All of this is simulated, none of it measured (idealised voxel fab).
Process module name: voxel gate over fins
Section cut is 250 nm wide and gridded with 5 nm square cells.
Throughout this document, each cross-section is represented as a grid of square cells and is presented as a sequence of bands enumerated from the top downward, where a band comprises one or more rows of cells.
It is stipulated that each band's entry specify, in nanometres, the height of the top of the band and then that of its bottom, followed by the materials of the band in left-to-right sequence, each together with its width in nanometres. A single material marked by the word "edge to edge" is understood to fill the band from edge to edge; the word "air" is understood to denote empty space.
Basically, 0 is our baseline, since under it the wafer straight out of the box is all one material. The bottom band has no lower end and keeps on going down, so it looks like "0 nm and below".
Width "30 to 40": first value at the band's top row of cells, second value at its bottom row, equal change from row to row.
Reading "nothing was modified" for a step: not a cell of the cross-section changed in it.
In "Closed void inventory" the enclosed voids are listed, meaning empty spaces of 8 cells or larger without any opening to the top. The form is width x height at distance, distance from the left edge, units nm.
Read whatever lies past the settings on a step's line as the simulator's own remark about the step.
A step line may carry the setting "overlay nm", which, for steps involving a mask, states the distance by which the mask lay to the right of its intended position; negative values denote displacement to the left.

# So here's the lineup of process steps we planned
1,RECEIVE,material Si
2,CONFORMAL_DEP,material SiN,thk nm 10
3,PATTERN,tone cover,mask id FINS,material resist,width nm 15,pitch nm 60,thk nm 20,overlay nm 0
4,DIRECTIONAL_ETCH,etch materials SiN,depth nm 10
5,DIRECTIONAL_ETCH,etch materials Si,depth nm 40
6,STRIP,etch materials resist
7,OXIDIZE,depth nm 5
8,FILL_DEP,material SiO2,thk nm 5
9,CMP,height nm 10
10,MASKED_ETCH,tone open,mask id RAIL,width nm 15,etch materials SiO2,depth nm 45,overlay nm 0
11,CONFORMAL_DEP,material TiN,thk nm 5
12,FILL_DEP,material Ru,thk nm 10
13,CMP,height nm 10
14,SELECTIVE_ETCH,etch materials W Ru TiN,depth nm 25
15,FILL_DEP,material SiO2,thk nm 5
16,CMP,height nm 10
17,SELECTIVE_ETCH,etch materials SiO2,depth nm 20
18,STRIP,etch materials SiN
19,CONFORMAL_DEP,material HfO2,thk nm 5
20,CONFORMAL_DEP,material TiN,thk nm 5
21,CONFORMAL_DEP,material TiAl,thk nm 5
22,CONFORMAL_DEP,material TiN,thk nm 5
23,FILL_DEP,material W,thk nm 10
24,CMP,height nm 25
25,CONFORMAL_DEP,material SiCN,thk nm 10

# Wafer at receipt (post step 1), cross-section
	0 nm and below | Si edge to edge
	Closed void inventory: none

# first wafer at the end, as planned
	35 nm to 25 nm | SiCN edge to edge
	25 nm to 20 nm | W edge to edge
	20 nm to 15 nm | W 10 nm; TiN 45 nm; W 15 nm; TiN 45 nm; W 15 nm; TiN 45 nm; W 15 nm; TiN 45 nm; W 15 nm
	15 nm to 10 nm | W 10 nm; TiN 5 nm; TiAl 35 nm; TiN 5 nm; W 15 nm; TiN 5 nm; TiAl 35 nm; TiN 5 nm; W 15 nm; TiN 5 nm; TiAl 35 nm; TiN 5 nm; W 15 nm; TiN 5 nm; TiAl 35 nm; TiN 5 nm; W 15 nm
	10 nm to 5 nm | TiN 15 nm; TiAl 5 nm; TiN 25 nm; TiAl 5 nm; TiN 25 nm; TiAl 5 nm; TiN 25 nm; TiAl 5 nm; TiN 25 nm; TiAl 5 nm; TiN 25 nm; TiAl 5 nm; TiN 25 nm; TiAl 5 nm; TiN 25 nm; TiAl 5 nm; TiN 20 nm
	5 nm to 0 nm | TiAl 20 nm; TiN 5 nm; HfO2 15 nm; TiN 5 nm; TiAl 35 nm; TiN 5 nm; HfO2 15 nm; TiN 5 nm; TiAl 35 nm; TiN 5 nm; HfO2 15 nm; TiN 5 nm; TiAl 35 nm; TiN 5 nm; HfO2 15 nm; TiN 5 nm; TiAl 25 nm
	0 nm to -5 nm | TiN 25 nm; HfO2 5 nm; Si 5 nm; HfO2 5 nm; TiN 45 nm; HfO2 5 nm; Si 5 nm; HfO2 5 nm; TiN 45 nm; HfO2 5 nm; Si 5 nm; HfO2 5 nm; TiN 45 nm; HfO2 5 nm; Si 5 nm; HfO2 5 nm; TiN 30 nm
	-5 nm to -10 nm | HfO2 30 nm; Si 5 nm; HfO2 55 nm; Si 5 nm; HfO2 55 nm; Si 5 nm; HfO2 55 nm; Si 5 nm; HfO2 35 nm
	-10 nm to -15 nm | SiO2 30 nm; Si 5 nm; SiO2 55 nm; Si 5 nm; SiO2 55 nm; Si 5 nm; SiO2 55 nm; Si 5 nm; SiO2 35 nm
	-15 nm to -30 nm | SiO2 30 nm; Si 5 nm; SiO2 20 nm; TiN 5 nm; Ru 5 nm; TiN 5 nm; SiO2 20 nm; Si 5 nm; SiO2 55 nm; Si 5 nm; SiO2 55 nm; Si 5 nm; SiO2 35 nm
	-30 nm to -35 nm | SiO2 30 nm; Si 5 nm; SiO2 20 nm; TiN 15 nm; SiO2 20 nm; Si 5 nm; SiO2 55 nm; Si 5 nm; SiO2 55 nm; Si 5 nm; SiO2 35 nm
	-35 nm to -45 nm | SiO2 30 nm; Si 5 nm; SiO2 55 nm; Si 5 nm; SiO2 55 nm; Si 5 nm; SiO2 55 nm; Si 5 nm; SiO2 35 nm
	-45 nm and below | Si edge to edge
	Closed void inventory: none

# Wafer two cross-section, module end. Start and plan unchanged from wafer one; one mistake made during the run
	35 nm to 25 nm | SiCN edge to edge
	25 nm to 20 nm | W edge to edge
	20 nm to 15 nm | W 10 nm; TiN 45 nm; W 15 nm; TiN 45 nm; W 15 nm; TiN 45 nm; W 15 nm; TiN 45 nm; W 15 nm
	15 nm to 10 nm | W 10 nm; TiN 5 nm; TiAl 35 nm; TiN 5 nm; W 15 nm; TiN 5 nm; TiAl 35 nm; TiN 5 nm; W 15 nm; TiN 5 nm; TiAl 35 nm; TiN 5 nm; W 15 nm; TiN 5 nm; TiAl 35 nm; TiN 5 nm; W 15 nm
	10 nm to 5 nm | TiN 15 nm; TiAl 5 nm; TiN 25 nm; TiAl 5 nm; TiN 25 nm; TiAl 5 nm; TiN 25 nm; TiAl 5 nm; TiN 25 nm; TiAl 5 nm; TiN 25 nm; TiAl 5 nm; TiN 25 nm; TiAl 5 nm; TiN 25 nm; TiAl 5 nm; TiN 20 nm
	5 nm to 0 nm | TiAl 20 nm; TiN 5 nm; HfO2 15 nm; TiN 5 nm; TiAl 35 nm; TiN 5 nm; HfO2 15 nm; TiN 5 nm; TiAl 35 nm; TiN 5 nm; HfO2 15 nm; TiN 5 nm; TiAl 35 nm; TiN 5 nm; HfO2 15 nm; TiN 5 nm; TiAl 25 nm
	0 nm to -5 nm | TiN 25 nm; HfO2 5 nm; Si 5 nm; HfO2 5 nm; TiN 45 nm; HfO2 5 nm; Si 5 nm; HfO2 5 nm; TiN 45 nm; HfO2 5 nm; Si 5 nm; HfO2 5 nm; TiN 45 nm; HfO2 5 nm; Si 5 nm; HfO2 5 nm; TiN 30 nm
	-5 nm to -10 nm | HfO2 30 nm; Si 5 nm; HfO2 55 nm; Si 5 nm; HfO2 55 nm; Si 5 nm; HfO2 55 nm; Si 5 nm; HfO2 35 nm
	-10 nm to -15 nm | SiO2 30 nm; Si 5 nm; SiO2 55 nm; Si 5 nm; SiO2 55 nm; Si 5 nm; SiO2 55 nm; Si 5 nm; SiO2 35 nm
	-15 nm to -30 nm | Ru 20 nm; TiN 5 nm; SiO2 5 nm; Si 5 nm; SiO2 5 nm; TiN 5 nm; Ru 5 nm; TiN 5 nm; SiO2 15 nm; TiN 5 nm; Ru 5 nm; TiN 5 nm; SiO2 5 nm; Si 5 nm; SiO2 5 nm; TiN 5 nm; Ru 35 nm; TiN 5 nm; SiO2 5 nm; Si 5 nm; SiO2 5 nm; TiN 5 nm; Ru 35 nm; TiN 5 nm; SiO2 5 nm; Si 5 nm; SiO2 5 nm; TiN 5 nm; Ru 25 nm
	-30 nm to -35 nm | TiN 25 nm; SiO2 5 nm; Si 5 nm; SiO2 5 nm; TiN 15 nm; SiO2 15 nm; TiN 15 nm; SiO2 5 nm; Si 5 nm; SiO2 5 nm; TiN 45 nm; SiO2 5 nm; Si 5 nm; SiO2 5 nm; TiN 45 nm; SiO2 5 nm; Si 5 nm; SiO2 5 nm; TiN 30 nm
	-35 nm to -45 nm | SiO2 30 nm; Si 5 nm; SiO2 55 nm; Si 5 nm; SiO2 55 nm; Si 5 nm; SiO2 55 nm; Si 5 nm; SiO2 35 nm
	-45 nm and below | Si edge to edge
	Closed void inventory: none
Want to know what went wrong? it should be noted that step 10 was executed with settings other than those planned, the operation and settings actually applied being MASKED_ETCH,tone cover,mask id RAIL,width nm 15,etch materials SiO2,depth nm 45,overlay nm 0
End of process, cell counts, second wafer against first, materials with more or fewer: Ru +72; SiO2 -128; TiN +56
